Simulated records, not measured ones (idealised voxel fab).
process module | voxel gate over fins
cross-section cut | 300 nm wide | cells 5 nm
A cross-section is a grid of square cells, given in bands from the top down. A band is one or more rows of cells.
Each band's line starts with the height of the band's top and of its bottom, in nm. Then come its materials from left to right, each with its width in nm. One material with "throughout" fills the band from edge to edge. "air" is empty space.
Height 0 is the level under which the wafer as received is all one material. The lowest band goes on downwards, as in "0 down".
A width such as "30 to 40" changes by the same amount from each row of cells to the next, from the band's top row to its bottom row.
"no change" after a step means that no cell of the cross-section changed.
closed voids: empty space of 8 cells or more with no open way to the top, each as width x height at its distance from the left edge, in nm
after a step's settings: what the simulator itself notes on the step
overlay nm, on a step with a mask: how far to the right of its planned place the mask lay; to the left if negative
plan
1 op RECEIVE | material Si
2 op CONFORMAL_DEP | material SiN | thk nm 5
3 op MASKED_ETCH | tone cover | mask id FINS | width nm 15 | pitch nm 40 | etch materials SiN | depth nm 5 | overlay nm 0
4 op MASKED_ETCH | tone cover | mask id FINS | width nm 15 | pitch nm 40 | etch materials Si | depth nm 40 | overlay nm 0
5 op OXIDIZE | depth nm 5
6 op FILL_DEP | material SiO2 | thk nm 15
7 op CMP | height nm 5
8 op SELECTIVE_ETCH | etch materials SiO2 | depth nm 20
9 op STRIP | etch materials SiN
10 op CONFORMAL_DEP | material HfO2 | thk nm 5
11 op CONFORMAL_DEP | material TiN | thk nm 5
12 op FILL_DEP | material W | thk nm 15
13 op CMP | height nm 20
14 op CONFORMAL_DEP | material SiN | thk nm 5
first wafer, as planned
as received, after step 1
  0 down: Si throughout
  closed voids: none
after step 2
  5 to 0: SiN throughout
  below 0: unchanged
after step 3
  5 to 0: air 100 | SiN 15 | air 25 | SiN 15 | air 25 | SiN 15 | air 105
  below 0: unchanged
after step 4
  5 to 0: air 100 | SiN 15 | air 25 | SiN 15 | air 25 | SiN 15 | air 105
  0 to -40: air 100 | Si 15 | air 25 | Si 15 | air 25 | Si 15 | air 105
  below -40: unchanged
after step 5
  5 to 0: air 100 | SiN 15 | air 25 | SiN 15 | air 25 | SiN 15 | air 105
  0 to -40: air 100 | SiO2 5 | Si 5 | SiO2 5 | air 25 | SiO2 5 | Si 5 | SiO2 5 | air 25 | SiO2 5 | Si 5 | SiO2 5 | air 105
  -40 to -45: SiO2 105 | Si 5 | SiO2 35 | Si 5 | SiO2 35 | Si 5 | SiO2 110
  below -45: unchanged
after step 6
  20 to 5: SiO2 throughout
  5 to 0: SiO2 100 | SiN 15 | SiO2 25 | SiN 15 | SiO2 25 | SiN 15 | SiO2 105
  0 to -45: SiO2 105 | Si 5 | SiO2 35 | Si 5 | SiO2 35 | Si 5 | SiO2 110
  below -45: unchanged
after step 7
  5 to 0: SiO2 100 | SiN 15 | SiO2 25 | SiN 15 | SiO2 25 | SiN 15 | SiO2 105
  below 0: unchanged
after step 8
  5 to 0: air 100 | SiN 15 | air 25 | SiN 15 | air 25 | SiN 15 | air 105
  0 to -15: air 105 | Si 5 | air 35 | Si 5 | air 35 | Si 5 | air 110
  below -15: unchanged
after step 9
  0 to -15: air 105 | Si 5 | air 35 | Si 5 | air 35 | Si 5 | air 110
  below -15: unchanged
after step 10
  5 to 0: air 100 | HfO2 15 | air 25 | HfO2 15 | air 25 | HfO2 15 | air 105
  0 to -10: air 100 | HfO2 5 | Si 5 | HfO2 5 | air 25 | HfO2 5 | Si 5 | HfO2 5 | air 25 | HfO2 5 | Si 5 | HfO2 5 | air 105
  -10 to -15: HfO2 105 | Si 5 | HfO2 35 | Si 5 | HfO2 35 | Si 5 | HfO2 110
  below -15: unchanged
after step 11
  10 to 5: air 95 | TiN 25 | air 15 | TiN 25 | air 15 | TiN 25 | air 100
  5 to 0: air 95 | TiN 5 | HfO2 15 | TiN 5 | air 15 | TiN 5 | HfO2 15 | TiN 5 | air 15 | TiN 5 | HfO2 15 | TiN 5 | air 100
  0 to -5: air 95 | TiN 5 | HfO2 5 | Si 5 | HfO2 5 | TiN 5 | air 15 | TiN 5 | HfO2 5 | Si 5 | HfO2 5 | TiN 5 | air 15 | TiN 5 | HfO2 5 | Si 5 | HfO2 5 | TiN 5 | air 100
  -5 to -10: TiN 100 | HfO2 5 | Si 5 | HfO2 5 | TiN 25 | HfO2 5 | Si 5 | HfO2 5 | TiN 25 | HfO2 5 | Si 5 | HfO2 5 | TiN 105
  below -10: unchanged
after step 12
  25 to 10: W throughout
  10 to 5: W 95 | TiN 25 | W 15 | TiN 25 | W 15 | TiN 25 | W 100
  5 to 0: W 95 | TiN 5 | HfO2 15 | TiN 5 | W 15 | TiN 5 | HfO2 15 | TiN 5 | W 15 | TiN 5 | HfO2 15 | TiN 5 | W 100
  0 to -5: W 95 | TiN 5 | HfO2 5 | Si 5 | HfO2 5 | TiN 5 | W 15 | TiN 5 | HfO2 5 | Si 5 | HfO2 5 | TiN 5 | W 15 | TiN 5 | HfO2 5 | Si 5 | HfO2 5 | TiN 5 | W 100
  below -5: unchanged
after step 13
  20 to 10: W throughout
  below 10: unchanged
after step 14
  25 to 20: SiN throughout
  below 20: unchanged
second wafer: like start, like plan, one mistake. Through step 7 it matches the first wafer
when step 8 should have ended
  5 to 0: air 100 | SiN 15 | air 25 | SiN 15 | air 25 | SiN 15 | air 105
  0 to -35: air 105 | Si 5 | air 35 | Si 5 | air 35 | Si 5 | air 110
  below -35: unchanged
when step 9 should have ended
  0 to -35: air 105 | Si 5 | air 35 | Si 5 | air 35 | Si 5 | air 110
  below -35: unchanged
when step 10 should have ended
  5 to 0: air 100 | HfO2 15 | air 25 | HfO2 15 | air 25 | HfO2 15 | air 105
  0 to -30: air 100 | HfO2 5 | Si 5 | HfO2 5 | air 25 | HfO2 5 | Si 5 | HfO2 5 | air 25 | HfO2 5 | Si 5 | HfO2 5 | air 105
  -30 to -35: HfO2 105 | Si 5 | HfO2 35 | Si 5 | HfO2 35 | Si 5 | HfO2 110
  below -35: unchanged
when step 11 should have ended
  10 to 5: air 95 | TiN 25 | air 15 | TiN 25 | air 15 | TiN 25 | air 100
  5 to 0: air 95 | TiN 5 | HfO2 15 | TiN 5 | air 15 | TiN 5 | HfO2 15 | TiN 5 | air 15 | TiN 5 | HfO2 15 | TiN 5 | air 100
  0 to -25: air 95 | TiN 5 | HfO2 5 | Si 5 | HfO2 5 | TiN 5 | air 15 | TiN 5 | HfO2 5 | Si 5 | HfO2 5 | TiN 5 | air 15 | TiN 5 | HfO2 5 | Si 5 | HfO2 5 | TiN 5 | air 100
  -25 to -30: TiN 100 | HfO2 5 | Si 5 | HfO2 5 | TiN 25 | HfO2 5 | Si 5 | HfO2 5 | TiN 25 | HfO2 5 | Si 5 | HfO2 5 | TiN 105
  below -30: unchanged
when step 12 should have ended
  25 to 10: W throughout
  10 to 5: W 95 | TiN 25 | W 15 | TiN 25 | W 15 | TiN 25 | W 100
  5 to 0: W 95 | TiN 5 | HfO2 15 | TiN 5 | W 15 | TiN 5 | HfO2 15 | TiN 5 | W 15 | TiN 5 | HfO2 15 | TiN 5 | W 100
  0 to -25: W 95 | TiN 5 | HfO2 5 | Si 5 | HfO2 5 | TiN 5 | W 15 | TiN 5 | HfO2 5 | Si 5 | HfO2 5 | TiN 5 | W 15 | TiN 5 | HfO2 5 | Si 5 | HfO2 5 | TiN 5 | W 100
  below -25: unchanged
when step 13 should have ended
  20 to 10: W throughout
  below 10: unchanged
when step 14 should have ended
  25 to 20: SiN throughout
  below 20: unchanged
what went wrong: step 8 was run twice
at the end the second wafer has, in cells: 24 more of HfO2 | 228 fewer of SiO2 | 24 more of TiN | 180 more of W
